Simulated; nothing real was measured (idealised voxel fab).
Proc. module: voxel self aligned vias
Cross-sectional view cut (width: 250 nm; square cell size: 5 nm).
Cross-section = grid of square cells, listed top down in bands; band = one or more rows. Quick guide to a band line: top height, bottom height (nm) up front; then every material left to right with its width in nm. Only one material and it's marked "all across"? Then it fills the band edge to edge. And "blank" just means empty space. Zero point of the height axis is 0; under it, received wafer = one material. Lowest band: continues down indefinitely, "0 down". Width: "30..40" (first number = top row, second number = bottom row, same change from row to row of cells). Step note "stayed the same" = no cross-section cell changed. The entry "Sealed void list" lists the empty spaces that cover at least 8 cells and have no open path to the top. Each is written as width x height at distance, where the distance is measured from the left edge and all three values are in nm. Note: text after step settings on the step line = simulator remark on that step. A step line may carry the setting "overlay nm", which, for steps involving a mask, states the distance by which the mask lay to the right of its intended position; negative values denote displacement to the left.

THE FOLLOWING LIST GIVES THE PLANNED PROCESS STEPS
1. RECEIVE, material Si
2. CONFORMAL_DEP, material SiO2, thk nm 15
3. CONFORMAL_DEP, material SiCN, thk nm 5
4. DIRECTIONAL_DEP, material SiO2, thk nm 25
5. MASKED_ETCH, tone open, mask id LINES, width nm 25, pitch nm 65, etch materials SiO2, depth nm 25, overlay nm 0
6. CONFORMAL_DEP, material TiN, thk nm 5
7. FILL_DEP, material W, thk nm 5
8. CMP, height nm 45
9. SELECTIVE_ETCH, etch materials W Ru TiN, depth nm 10
10. FILL_DEP, material SiN, thk nm 10
11. CMP, height nm 45
12. DIRECTIONAL_DEP, material SiO2, thk nm 20
13. MASKED_ETCH, tone open, mask id VIAS, width nm 35, pitch nm 65, etch materials SiO2, depth nm 20, overlay nm 0
14. MASKED_ETCH, tone open, mask id VIAS, width nm 35, pitch nm 65, etch materials SiN, depth nm 10, overlay nm 0
15. CONFORMAL_DEP, material TiN, thk nm 5
16. FILL_DEP, material W, thk nm 10
17. CMP, height nm 65
18. CONFORMAL_DEP, material SiN, thk nm 5

INCOMING WAFER, CROSS-SECTIONAL VIEW, POST STEP 1
> 0 down  Si all across
> Sealed void list: none

CROSS-SECTION TAKEN AT MODULE COMPLETION ON THE FIRST OF TWO WAFERS; PROCESSED PER THE PLAN
> 70 to 65  SiN all across
> 65 to 50  75 SiO2, then 5 TiN, then 25 W, then 5 TiN, then 30 SiO2, then 5 TiN, then 25 W, then 5 TiN, then 75 SiO2
> 50 to 40  75..80 SiO2, then 10..5 TiN, then 15 W, then 10..5 TiN, then 30..40 SiO2, then 10..5 TiN, then 15 W, then 10..5 TiN, then 75..80 SiO2
> 40 to 35  80 SiO2, then 25 TiN, then 40 SiO2, then 25 TiN, then 80 SiO2
> 35 to 25  80 SiO2, then 5 TiN, then 15 W, then 5 TiN, then 40 SiO2, then 5 TiN, then 15 W, then 5 TiN, then 80 SiO2
> 25 to 20  80 SiO2, then 25 TiN, then 40 SiO2, then 25 TiN, then 80 SiO2
> 20 to 15  SiCN all across
> 15 to 0  SiO2 all across
> 0 down  Si all across
> Sealed void list: none

SAME START, SAME PLAN AS THE FIRST WAFER - BUT ONE MISTAKE IN THE RUN. CROSS-SECTION OF THE SECOND OF THE TWO AT THE END OF THE MODULE
> 70 to 65  SiN all across
> 65 to 50  75 SiO2, then 5 TiN, then 25 W, then 5 TiN, then 30 SiO2, then 5 TiN, then 25 W, then 5 TiN, then 75 SiO2
> 50 to 45  75 SiO2, then 5 TiN, then 10 W, then 20 TiN, then 30 SiO2, then 5 TiN, then 10 W, then 20 TiN, then 75 SiO2
> 45 to 40  70 SiO2, then 5 SiN, then 5 TiN, then 10 W, then 5 TiN, then 40 SiO2, then 5 SiN, then 5 TiN, then 10 W, then 5 TiN, then 90 SiO2
> 40 to 35  70 SiO2, then 5 SiN, then 20 TiN, then 40 SiO2, then 5 SiN, then 20 TiN, then 90 SiO2
> 35 to 25  70 SiO2, then 5 TiN, then 15 W, then 5 TiN, then 40 SiO2, then 5 TiN, then 15 W, then 5 TiN, then 90 SiO2
> 25 to 20  70 SiO2, then 25 TiN, then 40 SiO2, then 25 TiN, then 90 SiO2
> 20 to 15  SiCN all across
> 15 to 0  SiO2 all across
> 0 down  Si all across
> Sealed void list: none
It is concluded that the wafer was processed incorrectly with respect to the plan, in that not per plan at step 5, really ran MASKED_ETCH, tone open, mask id LINES, width nm 25, pitch nm 65, etch materials SiO2, depth nm 25, overlay nm -10
Wafer comparison, final, in cells, second relative to first, materials more or fewer: SiN: 4 more; W: 4 fewer
